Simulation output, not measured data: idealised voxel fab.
The process module that follows is named voxel double patterning.
Section shown: cut. Width: 245 nm. Cell size: 5 nm, square.
For the purposes of this document, a cross-section shall be understood as a grid of square cells, specified as bands listed in top-to-bottom order, each band consisting of one or more rows of cells.
This entry defines a band. It first specifies the height of the band's top and the height of its bottom in nm, and then specifies the band's materials from left to right, stating each material with its width in nm. The word "edge to edge" identifies a single material that fills the band from edge to edge, while the word "empty" identifies empty space.
The reference from which all heights are counted is 0, the level beneath which the as-received wafer is entirely one material; the lowest band, having no lower bound, proceeds downward and is written after the example "0 down".
A two-number width, for instance "30..40", indicates that the width is equal to the first number in the top row of the band and to the second number in the bottom row, and that it changes by a constant amount per row of cells.
The designation "remains unaltered", where it is given for a processing step, indicates that no cell of the cross-section was altered in the course of that step.
The label "Completely sealed voids" introduces a list of the empty spaces, 8 cells or larger, that have no open way up to the top; each entry in it reads width x height at distance, where the distance is taken from the left edge and all three are stated in nm.
Where a step's line continues beyond its settings, the continuation is a remark by the simulator itself on that step.
Among the settings permitted on a step's line is "overlay nm"; applied to a step with a mask, it specifies the extent to which the mask lay to the right of its planned position, whereas a negative figure signifies a position to the left.
## The following list gives the planned process steps
| 1 | RECEIVE,material Si |
| 2 | CONFORMAL_DEP,material SiN,thk nm 10 |
| 3 | DIRECTIONAL_DEP,material SiO2,thk nm 15 |
| 4 | DIRECTIONAL_DEP,material SiCN,thk nm 5 |
| 5 | MASKED_ETCH,tone open,mask id FIRST,width nm 15,pitch nm 50,etch materials SiCN,depth nm 10,overlay nm 0 |
| 6 | DIRECTIONAL_DEP,material aC,thk nm 10 |
| 7 | PATTERN,tone open,mask id SECOND,material resist,width nm 15,pitch nm 50,thk nm 30,overlay nm 0 |
| 8 | DIRECTIONAL_ETCH,etch materials aC,depth nm 10 |
| 9 | STRIP,etch materials resist |
| 10 | DIRECTIONAL_ETCH,etch materials SiCN,depth nm 10 |
| 11 | STRIP,etch materials aC |
| 12 | DIRECTIONAL_ETCH,etch materials SiO2,depth nm 15 |
| 13 | STRIP,etch materials SiCN |
The value of thk nm given for step 4 in the plan refers to the first wafer; the wafers vary in this setting and are alike at the start.
## Step 1 complete: as-received cross-section of the first of several wafers
> 0 down: Si edge to edge
> Completely sealed voids: none
## Rows = wafers. At module end, each row lists per material the cells gained (+) or lost (-) since the wafer was received, then the closed voids
thk nm 5, +98 SiN, +102 SiO2, Completely sealed voids: none
thk nm 10, +98 SiN, +102 SiO2, Completely sealed voids: none
thk nm 15, +98 SiN, +147 SiO2, Completely sealed voids: none
thk nm 20, +98 SiN, +147 SiO2, Completely sealed voids: none
thk nm 25, +98 SiN, +147 SiO2, Completely sealed voids: none
